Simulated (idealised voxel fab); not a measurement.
process module | voxel spacer lines
cross-section cut | 280 nm wide | cells 5 nm
A cross-section is a grid of square cells, given in bands from the top down. A band is one or more rows of cells.
Each band's line starts with the height of the band's top and of its bottom, in nm. Then come its materials from left to right, each with its width in nm. One material with "throughout" fills the band from edge to edge. "air" is empty space.
Height 0 is the level under which the wafer as received is all one material. The lowest band goes on downwards, as in "0 down".
A width such as "30 to 40" changes by the same amount from each row of cells to the next, from the band's top row to its bottom row.
"no change" after a step means that no cell of the cross-section changed.
closed voids: empty space of 8 cells or more with no open way to the top, each as width x height at its distance from the left edge, in nm
after a step's settings: what the simulator itself notes on the step
overlay nm, on a step with a mask: how far to the right of its planned place the mask lay; to the left if negative
plan
1 op RECEIVE | material Si
2 op CONFORMAL_DEP | material Al2O3 | thk nm 5
3 op DIRECTIONAL_DEP | material polySi | thk nm 5
4 op DIRECTIONAL_DEP | material aC | thk nm 20
5 op PATTERN | tone cover | mask id MANDREL | material resist | width nm 15 | pitch nm 60 | thk nm 30 | overlay nm 0
6 op DIRECTIONAL_ETCH | etch materials aC | depth nm 20
7 op STRIP | etch materials resist
8 op CONFORMAL_DEP | material SiO2 | thk nm 15
9 op DIRECTIONAL_ETCH | etch materials SiO2 | depth nm 15
10 op STRIP | etch materials aC
11 op DIRECTIONAL_ETCH | etch materials polySi | depth nm 10
12 op STRIP | etch materials SiO2
varied across the wafers: thk nm of step 3. The plan shows the first wafer's value. All wafers start alike
first wafer as received, after step 1
  0 down: Si throughout
  closed voids: none
each wafer at the end: cells of each material gained (+) or lost (-) since it was received, then its closed voids
thk nm 5 | +56 Al2O3 | +18 polySi | closed voids: none
thk nm 10 | +56 Al2O3 | +36 polySi | closed voids: none
thk nm 15 | +56 Al2O3 | +92 polySi | closed voids: none
thk nm 20 | +56 Al2O3 | +148 polySi | closed voids: none
thk nm 25 | +56 Al2O3 | +204 polySi | closed voids: none
